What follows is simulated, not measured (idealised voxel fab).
process module | voxel air gaps
Shown is cross-section cut, with a width of 245 nm and square cells of size 5 nm.
How to read a cross-section here: the picture is a grid of square cells, written as bands going from the top down, and any band can span one or more rows of cells.
In this notation a band is specified by the heights of its top and bottom, in that order and in nm, after which its materials appear from left to right, each paired with its width in nm. The word "all across" attached to a single material means that material fills the band from edge to edge; the word "blank" stands for empty space.
Heads up on the height convention: 0 is the point under which the incoming wafer is all one material, and the lowest band has no bottom, it just keeps going down, like "from 0 down".
Width: "30..40" (first number = top row, second number = bottom row, same change from row to row of cells).
"remained unchanged", as given for a step, is the statement that not any cell of the cross-section underwent a change during that step.
"Entrapped void list" lists enclosed empty spaces (at least 8 cells, no open path upward to the top), each as width x height at distance from the left edge, in nm.
On each step's line, the part that comes after the settings is the simulator's own comment on the step.
overlay nm: on a step with a mask, how far right of its planned place the mask lay; negative means left.
Listed below are the process steps as planned
- 1: RECEIVE, material Si
- 2: CONFORMAL_DEP, material SiO2, thk nm 10
- 3: CONFORMAL_DEP, material SiN, thk nm 5
- 4: DIRECTIONAL_DEP, material SiO2, thk nm 35
- 5: PATTERN, tone open, mask id LINES, material resist, width nm 20, pitch nm 50, thk nm 20, overlay nm 0
- 6: DIRECTIONAL_ETCH, etch materials SiO2, depth nm 35
- 7: STRIP, etch materials resist
- 8: CONFORMAL_DEP, material TiN, thk nm 5
- 9: FILL_DEP, material W, thk nm 10
- 10: CMP, height nm 50
- 11: EPI, material Ru, thk nm 10
- 12: SELECTIVE_ETCH, etch materials SiO2, depth nm 45
- 13: CONFORMAL_DEP, material SiN, thk nm 5
First of two wafers, with the run carried out as planned
Wafer as received: cross-section following step 1
> from 0 down  Si all across
> Entrapped void list: none
The following cross-section depicts the wafer upon completion of step 2
> from 10 to 0  SiO2 all across
> Heights below 0 show no change.
The following cross-section depicts the wafer upon completion of step 3
> from 15 to 10  SiN all across
> Heights below 10 show no change.
The following cross-section depicts the wafer upon completion of step 4
> from 50 to 15  SiO2 all across
> Heights below 15 show no change.
The following cross-section depicts the wafer upon completion of step 5
> from 70 to 50  resist 60 | blank 20 | resist 30 | blank 20 | resist 30 | blank 20 | resist 65
> Heights below 50 show no change.
The following cross-section depicts the wafer upon completion of step 6
> from 70 to 50  resist 60 | blank 20 | resist 30 | blank 20 | resist 30 | blank 20 | resist 65
> from 50 to 15  SiO2 60 | blank 20 | SiO2 30 | blank 20 | SiO2 30 | blank 20 | SiO2 65
> Heights below 15 show no change.
The following cross-section depicts the wafer upon completion of step 7
> from 50 to 15  SiO2 60 | blank 20 | SiO2 30 | blank 20 | SiO2 30 | blank 20 | SiO2 65
> Heights below 15 show no change.
The following cross-section depicts the wafer upon completion of step 8
> from 55 to 50  TiN 65 | blank 10 | TiN 40 | blank 10 | TiN 40 | blank 10 | TiN 70
> from 50 to 20  SiO2 60 | TiN 5 | blank 10 | TiN 5 | SiO2 30 | TiN 5 | blank 10 | TiN 5 | SiO2 30 | TiN 5 | blank 10 | TiN 5 | SiO2 65
> from 20 to 15  SiO2 60 | TiN 20 | SiO2 30 | TiN 20 | SiO2 30 | TiN 20 | SiO2 65
> Heights below 15 show no change.
The following cross-section depicts the wafer upon completion of step 9
> from 65 to 55  W all across
> from 55 to 50  TiN 65 | W 10 | TiN 40 | W 10 | TiN 40 | W 10 | TiN 70
> from 50 to 20  SiO2 60 | TiN 5 | W 10 | TiN 5 | SiO2 30 | TiN 5 | W 10 | TiN 5 | SiO2 30 | TiN 5 | W 10 | TiN 5 | SiO2 65
> Heights below 20 show no change.
The following cross-section depicts the wafer upon completion of step 10
> from 50 to 20  SiO2 60 | TiN 5 | W 10 | TiN 5 | SiO2 30 | TiN 5 | W 10 | TiN 5 | SiO2 30 | TiN 5 | W 10 | TiN 5 | SiO2 65
> Heights below 20 show no change.
The following cross-section depicts the wafer upon completion of step 11
> from 60 to 50  blank 50 | Ru 40 | blank 10 | Ru 40 | blank 10 | Ru 40 | blank 55
> Heights below 50 show no change.
The following cross-section depicts the wafer upon completion of step 12
> from 60 to 50  blank 50 | Ru 40 | blank 10 | Ru 40 | blank 10 | Ru 40 | blank 55
> from 50 to 20  blank 60 | TiN 5 | W 10 | TiN 5 | blank 30 | TiN 5 | W 10 | TiN 5 | blank 30 | TiN 5 | W 10 | TiN 5 | blank 65
> from 20 to 15  blank 60 | TiN 20 | blank 30 | TiN 20 | blank 30 | TiN 20 | blank 65
> Heights below 15 show no change.
The following cross-section depicts the wafer upon completion of step 13
> from 65 to 60  blank 45 | SiN 150 | blank 50
> from 60 to 50  blank 45 | SiN 5 | Ru 40 | SiN 10 | Ru 40 | SiN 10 | Ru 40 | SiN 5 | blank 50
> from 50 to 45  blank 45 | SiN 15 | TiN 5 | W 10 | TiN 5 | SiN 30 | TiN 5 | W 10 | TiN 5 | SiN 30 | TiN 5 | W 10 | TiN 5 | SiN 15 | blank 50
> from 45 to 20  blank 55 | SiN 5 | TiN 5 | W 10 | TiN 5 | SiN 5 | blank 20 | SiN 5 | TiN 5 | W 10 | TiN 5 | SiN 5 | blank 20 | SiN 5 | TiN 5 | W 10 | TiN 5 | SiN 5 | blank 60
> from 20 to 15  SiN 60 | TiN 20 | SiN 30 | TiN 20 | SiN 30 | TiN 20 | SiN 65
> Heights below 15 show no change.
> Entrapped void list: 20 x 25 at 85; 20 x 25 at 135
Okay, second wafer. Nothing different at the start, nothing different in the plan, just one mistake somewhere in the running. As far as step 4, counting that step, it's the first wafer all over again
Cross-section of the second wafer at the time step 5 of the plan should have ended
> from 70 to 50  resist 65 | blank 15 | resist 35 | blank 15 | resist 35 | blank 15 | resist 65
> Heights below 50 show no change.
Cross-section of the second wafer at the time step 6 of the plan should have ended
> from 70 to 50  resist 65 | blank 15 | resist 35 | blank 15 | resist 35 | blank 15 | resist 65
> from 50 to 15  SiO2 65 | blank 15 | SiO2 35 | blank 15 | SiO2 35 | blank 15 | SiO2 65
> Heights below 15 show no change.
Cross-section of the second wafer at the time step 7 of the plan should have ended
> from 50 to 15  SiO2 65 | blank 15 | SiO2 35 | blank 15 | SiO2 35 | blank 15 | SiO2 65
> Heights below 15 show no change.
Cross-section of the second wafer at the time step 8 of the plan should have ended
> from 55 to 50  TiN 70 | blank 5 | TiN 45 | blank 5 | TiN 45 | blank 5 | TiN 70
> from 50 to 20  SiO2 65 | TiN 5 | blank 5 | TiN 5 | SiO2 35 | TiN 5 | blank 5 | TiN 5 | SiO2 35 | TiN 5 | blank 5 | TiN 5 | SiO2 65
> from 20 to 15  SiO2 65 | TiN 15 | SiO2 35 | TiN 15 | SiO2 35 | TiN 15 | SiO2 65
> Heights below 15 show no change.
Cross-section of the second wafer at the time step 9 of the plan should have ended
> from 65 to 55  W all across
> from 55 to 50  TiN 70 | W 5 | TiN 45 | W 5 | TiN 45 | W 5 | TiN 70
> from 50 to 20  SiO2 65 | TiN 5 | W 5 | TiN 5 | SiO2 35 | TiN 5 | W 5 | TiN 5 | SiO2 35 | TiN 5 | W 5 | TiN 5 | SiO2 65
> Heights below 20 show no change.
Cross-section of the second wafer at the time step 10 of the plan should have ended
> from 50 to 20  SiO2 65 | TiN 5 | W 5 | TiN 5 | SiO2 35 | TiN 5 | W 5 | TiN 5 | SiO2 35 | TiN 5 | W 5 | TiN 5 | SiO2 65
> Heights below 20 show no change.
Cross-section of the second wafer at the time step 11 of the plan should have ended
> from 60 to 50  blank 55 | Ru 35 | blank 15 | Ru 35 | blank 15 | Ru 35 | blank 55
> Heights below 50 show no change.
Cross-section of the second wafer at the time step 12 of the plan should have ended
> from 60 to 50  blank 55 | Ru 35 | blank 15 | Ru 35 | blank 15 | Ru 35 | blank 55
> from 50 to 20  blank 65 | TiN 5 | W 5 | TiN 5 | blank 35 | TiN 5 | W 5 | TiN 5 | blank 35 | TiN 5 | W 5 | TiN 5 | blank 65
> from 20 to 15  blank 65 | TiN 15 | blank 35 | TiN 15 | blank 35 | TiN 15 | blank 65
> Heights below 15 show no change.
Cross-section of the second wafer at the time step 13 of the plan should have ended
> from 65 to 60  blank 50 | SiN 45 | blank 5 | SiN 45 | blank 5 | SiN 45 | blank 50
> from 60 to 50  blank 50 | SiN 5 | Ru 35 | SiN 5 | blank 5 | SiN 5 | Ru 35 | SiN 5 | blank 5 | SiN 5 | Ru 35 | SiN 5 | blank 50
> from 50 to 45  blank 50 | SiN 15 | TiN 5 | W 5 | TiN 5 | SiN 15 | blank 5 | SiN 15 | TiN 5 | W 5 | TiN 5 | SiN 15 | blank 5 | SiN 15 | TiN 5 | W 5 | TiN 5 | SiN 15 | blank 50
> from 45 to 20  blank 60 | SiN 5 | TiN 5 | W 5 | TiN 5 | SiN 5 | blank 25 | SiN 5 | TiN 5 | W 5 | TiN 5 | SiN 5 | blank 25 | SiN 5 | TiN 5 | W 5 | TiN 5 | SiN 5 | blank 60
> from 20 to 15  SiN 65 | TiN 15 | SiN 35 | TiN 15 | SiN 35 | TiN 15 | SiN 65
> Heights below 15 show no change.
Processing error: step 5 ran differently from the plan; actual operation with settings: PATTERN, tone open, mask id LINES, material resist, width nm 15, pitch nm 50, thk nm 20, overlay nm 0
The second wafer ends with more or fewer cells of some materials than the first, per final count: Ru: 6 fewer; TiN: 3 fewer; W: 18 fewer
The second wafer ends with 0 closed voids, and the first wafer ends with 2.
